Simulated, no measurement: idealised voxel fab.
Process module under the name voxel self aligned vias
Cross-section cut: width 290 nm, square cells of 5 nm.
When this document writes out a cross-section, it uses a grid of square cells and lists it as bands, beginning at the top and moving down, with a band standing for one or more rows of cells.
For a band, the entry starts with two heights in nm, that of the top and then that of the bottom, and carries on with the band's materials in order from left to right, each alongside its width in nm; the word "all across" beside a single material means it fills the band edge to edge, and "empty" means empty space.
Ref level 0: as-received wafer is one material below here. Bottom band extends down with no lower bound ("0 nm and below").
The notation "30->40" denotes a width that varies across the rows of cells in the band, beginning at the first number in the top row, finishing at the second number in the bottom row, and changing by an identical amount from each row to the next.
"no alterations made" after a step means that no cell of the cross-section changed.
You'll see "Sealed internal voids" listing empty spaces that have no way open to the top, as long as they're 8 cells or more; the notation is width x height at distance, where the distance is from the left edge, and all of it is in nm.
Where a step's line continues beyond its settings, the continuation is a remark by the simulator itself on that step.
"overlay nm" on a masked step: distance the mask lay right of its planned place, negative for left.
-- List of planned process steps
step 1: RECEIVE, material Si
step 2: CONFORMAL_DEP, material SiO2, thk nm 15
step 3: CONFORMAL_DEP, material SiCN, thk nm 5
step 4: DIRECTIONAL_DEP, material lowk, thk nm 30
step 5: DIRECTIONAL_DEP, material aC, thk nm 15
step 6: PATTERN, tone open, mask id LINES, material resist, width nm 25, pitch nm 60, thk nm 35, overlay nm 0
step 7: DIRECTIONAL_ETCH, etch materials aC, depth nm 15
step 8: STRIP, etch materials resist
step 9: DIRECTIONAL_ETCH, etch materials lowk, depth nm 30
step 10: STRIP, etch materials aC
step 11: CONFORMAL_DEP, material TiN, thk nm 5
step 12: FILL_DEP, material W, thk nm 10
step 13: CMP, height nm 50
step 14: SELECTIVE_ETCH, etch materials W Ru TiN, depth nm 5
step 15: FILL_DEP, material SiN, thk nm 10
step 16: CMP, height nm 50
step 17: DIRECTIONAL_DEP, material lowk, thk nm 15
step 18: MASKED_ETCH, tone open, mask id VIAS, width nm 45, pitch nm 60, etch materials lowk, depth nm 15, overlay nm 0
step 19: MASKED_ETCH, tone open, mask id VIAS, width nm 45, pitch nm 60, etch materials SiN, depth nm 5, overlay nm 0
step 20: CONFORMAL_DEP, material TiN, thk nm 5
step 21: FILL_DEP, material Cu, thk nm 5
step 22: CMP, height nm 65
step 23: CONFORMAL_DEP, material SiCN, thk nm 5
-- So this is the incoming wafer in cross-section - it's already been through step 1
    0 nm and below = Si all across
    Sealed internal voids: none
-- Cross-section taken at module completion on the first of two wafers; processed per the plan
    70 nm to 65 nm = SiCN all across
    65 nm to 55 nm = lowk=60  TiN=5  Cu=35  TiN=5  lowk=15  TiN=5  Cu=35  TiN=5  lowk=15  TiN=5  Cu=35  TiN=5  lowk=65
    55 nm to 50 nm = lowk=60  TiN=15  Cu=15  TiN=15  lowk=15  TiN=15  Cu=15  TiN=15  lowk=15  TiN=15  Cu=15  TiN=15  lowk=65
    50 nm to 45 nm = lowk=70  TiN=25  lowk=35  TiN=25  lowk=35  TiN=25  lowk=75
    45 nm to 25 nm = lowk=70  TiN=5  W=15  TiN=5  lowk=35  TiN=5  W=15  TiN=5  lowk=35  TiN=5  W=15  TiN=5  lowk=75
    25 nm to 20 nm = lowk=70  TiN=25  lowk=35  TiN=25  lowk=35  TiN=25  lowk=75
    20 nm to 15 nm = SiCN all across
    15 nm to 0 nm = SiO2 all across
    0 nm and below = Si all across
    Sealed internal voids: none
-- Cross-section, wafer two of two, end of module: same start and plan as wafer one, one error in execution
    70 nm to 65 nm = SiCN all across
    65 nm to 50 nm = Cu all across
    50 nm to 45 nm = lowk=70  SiN=25  lowk=35  SiN=25  lowk=35  SiN=25  lowk=75
    45 nm to 25 nm = lowk=70  TiN=5  W=15  TiN=5  lowk=35  TiN=5  W=15  TiN=5  lowk=35  TiN=5  W=15  TiN=5  lowk=75
    25 nm to 20 nm = lowk=70  TiN=25  lowk=35  TiN=25  lowk=35  TiN=25  lowk=75
    20 nm to 15 nm = SiCN all across
    15 nm to 0 nm = SiO2 all across
    0 nm and below = Si all across
    Sealed internal voids: none
Where did the run depart from the plan? planned and actual differ for step 17; actual: DIRECTIONAL_DEP, material Cu, thk nm 15
Heads up, by the end the second wafer has more or fewer cells of some materials compared to the first: Cu: 123 more; SiN: 15 more; TiN: 45 fewer; lowk: 93 fewer
